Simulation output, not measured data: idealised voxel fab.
Proc. module: voxel self aligned vias
The cross-section shown here is cut; it is 285 nm wide and divided into square cells measuring 5 nm on a side.
A cross-section is written here as square cells arranged in a grid, and it is given in bands from the top down, each band taking up one or more rows of cells. Top height, bottom height, nm. Materials left to right, width each, nm. Single material + "edge to edge" = fills band edge to edge. "empty" = empty. Where do heights start? At 0: under that level the wafer as delivered is made of one material only. And the lowest band has no floor; it just carries on downward, as in "0 -> down". Top row gets the first number, bottom row gets the second, and each row in between changes by the same step: that is how a band width like "30 to 40" works. Given "identical to before" for a step, no cell of the cross-section differs between before and after that step. Enclosed voids (no open way to top), threshold 8 cells or more, entry "Closed-off voids", notation width x height at distance, distance from left edge, nm. Where a step's line continues beyond its settings, the continuation is a remark by the simulator itself on that step. overlay nm: where the mask lay relative to plan, measured to the right, on steps with a mask; negatives go left.

## List of planned process steps
1,RECEIVE with material Si
2,CONFORMAL_DEP with material SiO2, thk nm 15
3,CONFORMAL_DEP with material SiCN, thk nm 5
4,DIRECTIONAL_DEP with material SiO2, thk nm 25
5,DIRECTIONAL_DEP with material aC, thk nm 10
6,PATTERN with tone open, mask id LINES, material resist, width nm 20, pitch nm 55, thk nm 30, overlay nm 0
7,DIRECTIONAL_ETCH with etch materials aC, depth nm 10
8,STRIP with etch materials resist
9,DIRECTIONAL_ETCH with etch materials SiO2, depth nm 25
10,STRIP with etch materials aC
11,CONFORMAL_DEP with material TiN, thk nm 5
12,FILL_DEP with material Ru, thk nm 5
13,CMP with height nm 45
14,SELECTIVE_ETCH with etch materials W Ru TiN, depth nm 10
15,FILL_DEP with material SiN, thk nm 10
16,CMP with height nm 45
17,DIRECTIONAL_DEP with material SiO2, thk nm 20
18,PATTERN with tone open, mask id VIAS, material resist, width nm 30, pitch nm 55, thk nm 15, overlay nm 0
19,DIRECTIONAL_ETCH with etch materials SiO2, depth nm 20
20,DIRECTIONAL_ETCH with etch materials SiN, depth nm 10
21,STRIP with etch materials resist
22,CONFORMAL_DEP with material TiN, thk nm 5
23,FILL_DEP with material W, thk nm 10
24,CMP with height nm 65
25,CONFORMAL_DEP with material SiN, thk nm 5

## Delivered wafer in cross-section: state after step 1
0 -> down: Si edge to edge
Closed-off voids: none

## End-of-module XS, first of two wafers, run as planned
70 -> 65: SiN edge to edge
65 -> 50: 70 SiO2, 5 TiN, 20 W, 5 TiN, 25 SiO2, 5 TiN, 20 W, 5 TiN, 25 SiO2, 5 TiN, 20 W, 5 TiN, 75 SiO2
50 -> 40: 70 to 75 SiO2, 10 to 5 TiN, 10 W, 10 to 5 TiN, 25 to 35 SiO2, 10 to 5 TiN, 10 W, 10 to 5 TiN, 25 to 35 SiO2, 10 to 5 TiN, 10 W, 10 to 5 TiN, 75 to 80 SiO2
40 -> 35: 75 SiO2, 20 TiN, 35 SiO2, 20 TiN, 35 SiO2, 20 TiN, 80 SiO2
35 -> 25: 75 SiO2, 5 TiN, 10 Ru, 5 TiN, 35 SiO2, 5 TiN, 10 Ru, 5 TiN, 35 SiO2, 5 TiN, 10 Ru, 5 TiN, 80 SiO2
25 -> 20: 75 SiO2, 20 TiN, 35 SiO2, 20 TiN, 35 SiO2, 20 TiN, 80 SiO2
20 -> 15: SiCN edge to edge
15 -> 0: SiO2 edge to edge
0 -> down: Si edge to edge
Closed-off voids: none

## Module end: cross-section of wafer two of two. Same start and process plan as the first wafer. One mistake during execution
70 -> 65: SiN edge to edge
65 -> 50: 70 SiO2, 5 TiN, 20 W, 5 TiN, 25 SiO2, 5 TiN, 20 W, 5 TiN, 25 SiO2, 5 TiN, 20 W, 5 TiN, 75 SiO2
50 -> 45: 70 SiO2, 10 TiN, 10 W, 10 TiN, 25 SiO2, 10 TiN, 10 W, 10 TiN, 25 SiO2, 10 TiN, 10 W, 10 TiN, 75 SiO2
45 -> 40: 75 SiO2, 20 TiN, 35 SiO2, 20 TiN, 35 SiO2, 20 TiN, 80 SiO2
40 -> 35: 75 SiO2, 20 SiN, 35 SiO2, 20 SiN, 35 SiO2, 20 SiN, 80 SiO2
35 -> 25: 75 SiO2, 5 TiN, 10 Ru, 5 TiN, 35 SiO2, 5 TiN, 10 Ru, 5 TiN, 35 SiO2, 5 TiN, 10 Ru, 5 TiN, 80 SiO2
25 -> 20: 75 SiO2, 20 TiN, 35 SiO2, 20 TiN, 35 SiO2, 20 TiN, 80 SiO2
20 -> 15: SiCN edge to edge
15 -> 0: SiO2 edge to edge
0 -> down: Si edge to edge
Closed-off voids: none
Which mistake was made when the wafer was run? step 20 ran as: DIRECTIONAL_ETCH with etch materials SiN, depth nm 5
Once processing is complete, comparing cell counts shows that the second wafer has more or fewer of certain materials than the first: 12 more of SiN; 6 fewer of TiN; 6 fewer of W
